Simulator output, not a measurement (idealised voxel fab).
The name of this process module is voxel trench capacitor.
Shown is cross-section cut, with a width of 205 nm and square cells of size 5 nm.
Cross-section spec: square-cell grid; bands listed top down; each band is one or more rows. Band: top and bottom heights (nm) first, top before bottom; then materials from left to right, widths in nm. "edge to edge" marks a sole material filling the band edge to edge. "empty" denotes empty space. The reference from which all heights are counted is 0, the level beneath which the as-received wafer is entirely one material; the lowest band, having no lower bound, proceeds downward and is written after the example "0 and below". You'd read "30->40" like this: the band's top row of cells is as wide as the first number, its bottom row is as wide as the second, and going down, every row changes width by the same amount as the row before did. Given "no alteration" for a step, no cell of the cross-section differs between before and after that step. The entry "Closed cavities" lists the empty spaces that cover at least 8 cells and have no open path to the top. Each is written as width x height at distance, where the distance is measured from the left edge and all three values are in nm. Post-settings text on a step line: simulator's own remark regarding the step. The line of a step may include "overlay nm". On a step with a mask, this value is how far to the right of its planned place the mask lay. A negative value means the mask lay to the left.
## plan
1) RECEIVE with material Si
2) CONFORMAL_DEP with material SiN, thk nm 10
3) DIRECTIONAL_DEP with material aC, thk nm 15
4) PATTERN with tone open, mask id TRENCH, material resist, width nm 25, pitch nm 50, thk nm 35, overlay nm 0
5) DIRECTIONAL_ETCH with etch materials aC, depth nm 15
6) STRIP with etch materials resist
7) DIRECTIONAL_ETCH with etch materials SiN, depth nm 10
8) DIRECTIONAL_ETCH with etch materials Si, depth nm 25
9) STRIP with etch materials aC
10) CONFORMAL_DEP with material SiO2, thk nm 5
11) FILL_DEP with material polySi, thk nm 10
12) CMP with height nm 10
## Cross-section: wafer on arrival = after step 1
> 0 and below = Si edge to edge
> Closed cavities: none
## Run as planned - first of the two wafers cross-sectioned at the end of the module
> 10 down to 0 = SiN: 40 | SiO2: 5 | polySi: 15 | SiO2: 5 | SiN: 25 | SiO2: 5 | polySi: 15 | SiO2: 5 | SiN: 25 | SiO2: 5 | polySi: 15 | SiO2: 5 | SiN: 40
> 0 down to -20 = Si: 40 | SiO2: 5 | polySi: 15 | SiO2: 5 | Si: 25 | SiO2: 5 | polySi: 15 | SiO2: 5 | Si: 25 | SiO2: 5 | polySi: 15 | SiO2: 5 | Si: 40
> -20 down to -25 = Si: 40 | SiO2: 25 | Si: 25 | SiO2: 25 | Si: 25 | SiO2: 25 | Si: 40
> -25 and below = Si edge to edge
> Closed cavities: none
## Cross-sectional view: second of two wafers, end of module; start and plan identical to the first, one mistake in running
> 25 down to 15 = polySi edge to edge
> 15 down to 10 = SiO2: 45 | polySi: 15 | SiO2: 35 | polySi: 15 | SiO2: 35 | polySi: 15 | SiO2: 45
> 10 down to 0 = SiN: 40 | SiO2: 5 | polySi: 15 | SiO2: 5 | SiN: 25 | SiO2: 5 | polySi: 15 | SiO2: 5 | SiN: 25 | SiO2: 5 | polySi: 15 | SiO2: 5 | SiN: 40
> 0 down to -20 = Si: 40 | SiO2: 5 | polySi: 15 | SiO2: 5 | Si: 25 | SiO2: 5 | polySi: 15 | SiO2: 5 | Si: 25 | SiO2: 5 | polySi: 15 | SiO2: 5 | Si: 40
> -20 down to -25 = Si: 40 | SiO2: 25 | Si: 25 | SiO2: 25 | Si: 25 | SiO2: 25 | Si: 40
> -25 and below = Si edge to edge
> Closed cavities: none
It is concluded that the wafer was processed incorrectly with respect to the plan, in that plan step 12 never ran because it was skipped
Upon completion, the second wafer contains, in terms of cells, a greater or smaller amount of certain materials than the first wafer: 32 more of SiO2; 91 more of polySi
